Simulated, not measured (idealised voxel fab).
Documented hereafter: the process module known as voxel ribs on slabs.
The width of the displayed cross-section, cut, is 155 nm; its cells are square, with a size of 5 nm.
When this document writes out a cross-section, it uses a grid of square cells and lists it as bands, beginning at the top and moving down, with a band standing for one or more rows of cells. Band: top height; bottom height; in nm. Then, left to right: material with width in nm, for each material. "everywhere": a single material spanning edge to edge. "air": empty space. Height is counted from the level 0, under which the received wafer is composed throughout of one material. The lowest of the bands is not closed at the bottom but continues downward, in the notation "0..down". Top row gets the first number, bottom row gets the second, and each row in between changes by the same step: that is how a band width like "30->40" works. The cross-section has no changed cell in any step marked "no modification". "closed voids" - sealed voids, min. 8 cells, no opening to top; format: width x height at distance (distance from left edge; nm throughout). The remark found on a step's line after its settings is issued by the simulator itself and pertains to that step. The line of a step may include "overlay nm". On a step with a mask, this value is how far to the right of its planned place the mask lay. A negative value means the mask lay to the left.

Intended process steps:
1,RECEIVE [material Si]
2,DIRECTIONAL_DEP [material SiO2] [thk nm 30]
3,DIRECTIONAL_DEP [material SiN] [thk nm 20]
4,MASKED_ETCH [tone cover] [mask id RIB] [width nm 20] [etch materials SiN] [depth nm 15] [overlay nm 0]
5,MASKED_ETCH [tone cover] [mask id SLAB] [width nm 50] [etch materials SiN] [depth nm 5] [overlay nm 0]
6,FILL_DEP [material SiO2] [thk nm 25]
7,CMP [height nm 65]
8,DIRECTIONAL_DEP [material TiN] [thk nm 10]
9,PATTERN [tone cover] [mask id HEATER] [material resist] [width nm 30] [thk nm 20] [overlay nm 0]
10,DIRECTIONAL_ETCH [etch materials TiN] [depth nm 10]
11,STRIP [etch materials resist]
12,CONFORMAL_DEP [material SiO2] [thk nm 10]

Cross-section: wafer on arrival = after step 1:
  0..down: Si everywhere
  closed voids: none

Cross-section, end of module. Start: as above. Plan: as above. Execution: one mistake:
  85..80: 50 of air | 50 of SiO2 | 55 of air
  80..75: SiO2 everywhere
  75..70: 60 of SiO2 | 30 of TiN | 65 of SiO2
  70..65: TiN everywhere
  65..50: SiO2 everywhere
  50..35: 65 of SiO2 | 20 of SiN | 70 of SiO2
  35..30: 50 of SiO2 | 50 of SiN | 55 of SiO2
  30..0: SiO2 everywhere
  0..down: Si everywhere
  closed voids: none
Plan not followed: step 10 ran as: DIRECTIONAL_ETCH [etch materials TiN] [depth nm 5]
